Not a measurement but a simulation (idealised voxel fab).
You're looking at the process module voxel self aligned vias.
FYI the section here is cut, 270 nm wide, cells are 5 nm squares.
Notation: cross-section as square-cell grid; stated in bands, top first, going down; one or more cell rows per band.
The band entry comprises the height of the band's top followed by the height of its bottom, expressed in nm, and subsequently the band's materials from left to right, each stated together with its width in nm. Where a single material is marked with the word "all across", that material fills the band from edge to edge. The word "blank" represents empty space.
Measure heights from 0. That's the level where, below it, the as-received wafer is all one material. The lowest band is bottomless and extends downward; write it as in "top 0, no bottom".
Per-row width for "30 to 40": begins at first number (top row of band), ends at second number (bottom row), increment between rows held constant.
The designation "remained the same", where it is given for a processing step, indicates that no cell of the cross-section was altered in the course of that step.
Voids not open to the top, 8 cells minimum: see "Voids, sealed". Written width x height at distance; distance is from the left edge; nm.
If you see something after the settings on a step's line, that's the simulator's own remark about that step.
What "overlay nm" on a step's line means: if the step has a mask, that mask lay this far to the right of its planned place, or, when the value is negative, to the left.

The following list gives the planned process steps:
1. RECEIVE (material Si)
2. CONFORMAL_DEP (material SiO2; thk nm 10)
3. CONFORMAL_DEP (material SiCN; thk nm 5)
4. DIRECTIONAL_DEP (material SiO2; thk nm 30)
5. PATTERN (tone open; mask id LINES; material resist; width nm 25; pitch nm 65; thk nm 20; overlay nm 0)
6. DIRECTIONAL_ETCH (etch materials SiO2; depth nm 30)
7. STRIP (etch materials resist)
8. CONFORMAL_DEP (material TiN; thk nm 5)
9. FILL_DEP (material W; thk nm 10)
10. CMP (height nm 45)
11. SELECTIVE_ETCH (etch materials W Ru TiN; depth nm 5)
12. FILL_DEP (material SiN; thk nm 5)
13. CMP (height nm 45)
14. DIRECTIONAL_DEP (material SiO2; thk nm 20)
15. MASKED_ETCH (tone open; mask id VIAS; width nm 35; pitch nm 65; etch materials SiO2; depth nm 20; overlay nm 0)
16. MASKED_ETCH (tone open; mask id VIAS; width nm 35; pitch nm 65; etch materials SiN; depth nm 5; overlay nm 0)
17. CONFORMAL_DEP (material TiN; thk nm 5)
18. FILL_DEP (material Cu; thk nm 10)
19. CMP (height nm 65)
20. CONFORMAL_DEP (material SiCN; thk nm 5)

Cross-sectional view of the wafer in its as-received condition, corresponding to the state after step 1:
  top 0, no bottom | Si all across
  Voids, sealed: none

The first of two wafers, cross-sectioned at the end of the module, with the run proceeding as planned:
  top 70, bottom 65 | SiCN all across
  top 65, bottom 50 | 50 nm SiO2 | 5 nm TiN | 25 nm Cu | 5 nm TiN | 30 nm SiO2 | 5 nm TiN | 25 nm Cu | 5 nm TiN | 30 nm SiO2 | 5 nm TiN | 25 nm Cu | 5 nm TiN | 55 nm SiO2
  top 50, bottom 45 | 50 nm SiO2 | 10 nm TiN | 15 nm Cu | 10 nm TiN | 30 nm SiO2 | 10 nm TiN | 15 nm Cu | 10 nm TiN | 30 nm SiO2 | 10 nm TiN | 15 nm Cu | 10 nm TiN | 55 nm SiO2
  top 45, bottom 40 | 55 nm SiO2 | 25 nm TiN | 40 nm SiO2 | 25 nm TiN | 40 nm SiO2 | 25 nm TiN | 60 nm SiO2
  top 40, bottom 20 | 55 nm SiO2 | 5 nm TiN | 15 nm W | 5 nm TiN | 40 nm SiO2 | 5 nm TiN | 15 nm W | 5 nm TiN | 40 nm SiO2 | 5 nm TiN | 15 nm W | 5 nm TiN | 60 nm SiO2
  top 20, bottom 15 | 55 nm SiO2 | 25 nm TiN | 40 nm SiO2 | 25 nm TiN | 40 nm SiO2 | 25 nm TiN | 60 nm SiO2
  top 15, bottom 10 | SiCN all across
  top 10, bottom 0 | SiO2 all across
  top 0, no bottom | Si all across
  Voids, sealed: none

This is the second of the two wafers, cross-sectioned at the end of the module; it started exactly like the first and was given the same plan, but it was run with one mistake:
  top 70, bottom 65 | SiCN all across
  top 65, bottom 45 | 50 nm SiO2 | 5 nm TiN | 25 nm Cu | 5 nm TiN | 30 nm SiO2 | 5 nm TiN | 25 nm Cu | 5 nm TiN | 30 nm SiO2 | 5 nm TiN | 25 nm Cu | 5 nm TiN | 55 nm SiO2
  top 45, bottom 40 | 50 nm SiN | 35 nm TiN | 30 nm SiN | 35 nm TiN | 30 nm SiN | 35 nm TiN | 55 nm SiN
  top 40, bottom 35 | 55 nm SiO2 | 25 nm SiN | 40 nm SiO2 | 25 nm SiN | 40 nm SiO2 | 25 nm SiN | 60 nm SiO2
  top 35, bottom 20 | 55 nm SiO2 | 5 nm TiN | 15 nm W | 5 nm TiN | 40 nm SiO2 | 5 nm TiN | 15 nm W | 5 nm TiN | 40 nm SiO2 | 5 nm TiN | 15 nm W | 5 nm TiN | 60 nm SiO2
  top 20, bottom 15 | 55 nm SiO2 | 25 nm TiN | 40 nm SiO2 | 25 nm TiN | 40 nm SiO2 | 25 nm TiN | 60 nm SiO2
  top 15, bottom 10 | SiCN all across
  top 10, bottom 0 | SiO2 all across
  top 0, no bottom | Si all across
  Voids, sealed: none
Plan not followed: heads up, step 10 didn't go per plan, it actually ran as CMP (height nm 40)
The closing comparison, in cells, has the second wafer with more or fewer of some materials than the first: Cu: 6 more; SiN: 48 more; SiO2: 39 fewer; TiN: 6 fewer; W: 9 fewer
